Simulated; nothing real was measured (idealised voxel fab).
Presented below is a process module, voxel tone inversion.
Cross-section cut spans 175 nm and uses square cells 5 nm in size.
This document writes a cross-section as a grid whose cells are square, and gives it as bands, listed from the top down; one or more rows of cells form a band. A band entry consists of two parts. The first gives the height of the band's top and the height of its bottom, in nm. The rest lists the band's materials from left to right, each with its width in nm. A single material labelled with the word "full width" fills the band from edge to edge, and the word "air" marks empty space. For the purposes of this specification, 0 denotes the height below which the wafer in its as-received condition is composed wholly of one material, and the lowermost band, lacking a lower limit, extends downward without end, as expressed in "from 0 down". Per-row width for "30 to 40": begins at first number (top row of band), ends at second number (bottom row), increment between rows held constant. When a step is marked "remains unaltered", none of the cells in the cross-section changed during that step. Entry "Sealed cavities" = empty spaces >= 8 cells with no open way to the top; each as width x height at distance, distance from left edge, all nm. Text after the settings on a step's line: the simulator's own remark on that step. "overlay nm" on a masked step: distance the mask lay right of its planned place, negative for left.
[Listed below are the process steps as planned]
1) RECEIVE | material Si
2) CONFORMAL_DEP | material SiN | thk nm 5
3) DIRECTIONAL_DEP | material aC | thk nm 15
4) PATTERN | tone cover | mask id POSTS | material resist | width nm 25 | pitch nm 55 | thk nm 20 | overlay nm 0
5) DIRECTIONAL_ETCH | etch materials aC | depth nm 15
6) STRIP | etch materials resist
7) FILL_DEP | material lowk | thk nm 5
8) CMP | height nm 20
9) STRIP | etch materials aC
10) CONFORMAL_DEP | material TiN | thk nm 5
11) FILL_DEP | material Ru | thk nm 5
12) CMP | height nm 20
13) CONFORMAL_DEP | material SiCN | thk nm 5
[Cross-section of the wafer at receipt, which is the condition after step 1]
  from 0 down: Si full width
  Sealed cavities: none
[End-of-module XS, first of two wafers, run as planned]
  from 25 to 20: SiCN full width
  from 20 to 10: 20 lowk | 5 TiN | 15 Ru | 5 TiN | 30 lowk | 5 TiN | 15 Ru | 5 TiN | 30 lowk | 5 TiN | 15 Ru | 5 TiN | 20 lowk
  from 10 to 5: 20 lowk | 25 TiN | 30 lowk | 25 TiN | 30 lowk | 25 TiN | 20 lowk
  from 5 to 0: SiN full width
  from 0 down: Si full width
  Sealed cavities: none
[Cross-section at end of module for the second wafer of two, which matched the first in starting point and plan and differed by one mistake in its processing]
  from 25 to 20: SiCN full width
  from 20 to 5: Ru full width
  from 5 to 0: SiN full width
  from 0 down: Si full width
  Sealed cavities: none
What was the processing mistake? step 3 was not run as planned; what actually ran was DIRECTIONAL_DEP | material Ru | thk nm 15
At the finish, the second wafer shows more or fewer cells for some materials than the first does: Ru +87 | TiN -27 | lowk -60
